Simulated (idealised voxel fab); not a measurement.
Title: Process Module voxel self aligned vias
Displayed cross-section: cut, width of 180 nm, square cells sized 5 nm.
For the purposes of this document, a cross-section shall be understood as a grid of square cells, specified as bands listed in top-to-bottom order, each band consisting of one or more rows of cells. Read a band's entry like this: the first values are the height of its top and the height of its bottom in nm, and what follows is the sequence of materials from left to right, each with its width in nm. Note that "blank" is empty space, and that a single material marked "throughout" reaches across the band from edge to edge. Heads up on the height convention: 0 is the point under which the incoming wafer is all one material, and the lowest band has no bottom, it just keeps going down, like "z 0 and below". Width "30->40": first value at the band's top row of cells, second value at its bottom row, equal change from row to row. "nothing was modified" means the step left every cell of the cross-section as it was. "Enclosed void entries": sealed empty spaces, 8 cells or more, no open way to top, listed width x height at distance, with distance from the left edge and width, height and distance in nm. Anything after a step's settings on that line? It's the simulator's own note about the step. overlay nm: mask offset rightward from planned place, masked step; negative means leftward offset.

-- Set out below are the planned steps of the process
1) RECEIVE with material Si
2) CONFORMAL_DEP with material SiO2, thk nm 10
3) CONFORMAL_DEP with material SiCN, thk nm 5
4) DIRECTIONAL_DEP with material SiO2, thk nm 20
5) MASKED_ETCH with tone open, mask id LINES, width nm 25, pitch nm 70, etch materials SiO2, depth nm 20, overlay nm 0
6) CONFORMAL_DEP with material TiN, thk nm 5
7) FILL_DEP with material W, thk nm 10
8) CMP with height nm 35
9) SELECTIVE_ETCH with etch materials W Ru TiN, depth nm 5
10) FILL_DEP with material SiN, thk nm 10
11) CMP with height nm 35
12) DIRECTIONAL_DEP with material SiO2, thk nm 20
13) PATTERN with tone open, mask id VIAS, material resist, width nm 45, pitch nm 70, thk nm 15, overlay nm 0
14) DIRECTIONAL_ETCH with etch materials SiO2, depth nm 20
15) DIRECTIONAL_ETCH with etch materials SiN, depth nm 5
16) STRIP with etch materials resist
17) CONFORMAL_DEP with material TiN, thk nm 5
18) FILL_DEP with material Cu, thk nm 10
19) CMP with height nm 55
20) CONFORMAL_DEP with material SiN, thk nm 5

-- Cross-section of the wafer as it came to us, i.e., already through step 1
	z 0 and below | Si throughout
	Enclosed void entries: none

-- Sectioned view, first of two wafers, at the close of the module, processed as intended in the plan
	z 60 to 55 | SiN throughout
	z 55 to 40 | SiO2 30 nm, TiN 5 nm, Cu 35 nm, TiN 5 nm, SiO2 25 nm, TiN 5 nm, Cu 35 nm, TiN 5 nm, SiO2 35 nm
	z 40 to 35 | SiO2 30 nm, TiN 15 nm, Cu 15 nm, TiN 15 nm, SiO2 25 nm, TiN 15 nm, Cu 15 nm, TiN 15 nm, SiO2 35 nm
	z 35 to 30 | SiO2 40 nm, TiN 25 nm, SiO2 45 nm, TiN 25 nm, SiO2 45 nm
	z 30 to 20 | SiO2 40 nm, TiN 5 nm, W 15 nm, TiN 5 nm, SiO2 45 nm, TiN 5 nm, W 15 nm, TiN 5 nm, SiO2 45 nm
	z 20 to 15 | SiO2 40 nm, TiN 25 nm, SiO2 45 nm, TiN 25 nm, SiO2 45 nm
	z 15 to 10 | SiCN throughout
	z 10 to 0 | SiO2 throughout
	z 0 and below | Si throughout
	Enclosed void entries: none

-- This cross-section belongs to the second wafer of two at the end of the module; the start and the plan were shared with the first, and the run included one mistake
	z 60 to 55 | SiN throughout
	z 55 to 40 | SiO2 30 nm, TiN 5 nm, Cu 35 nm, TiN 5 nm, SiO2 25 nm, TiN 5 nm, Cu 35 nm, TiN 5 nm, SiO2 35 nm
	z 40 to 35 | SiO2 30 nm, TiN 45 nm, SiO2 25 nm, TiN 45 nm, SiO2 35 nm
	z 35 to 30 | SiCN throughout
	z 30 to 0 | SiO2 throughout
	z 0 and below | Si throughout
	Enclosed void entries: none
Deviation noted in wafer processing: steps 3 and 4 got flipped, so each one ran where the other should have
The closing comparison, in cells, has the second wafer with more or fewer of some materials than the first: -6 Cu, +40 SiO2, -22 TiN, -12 W
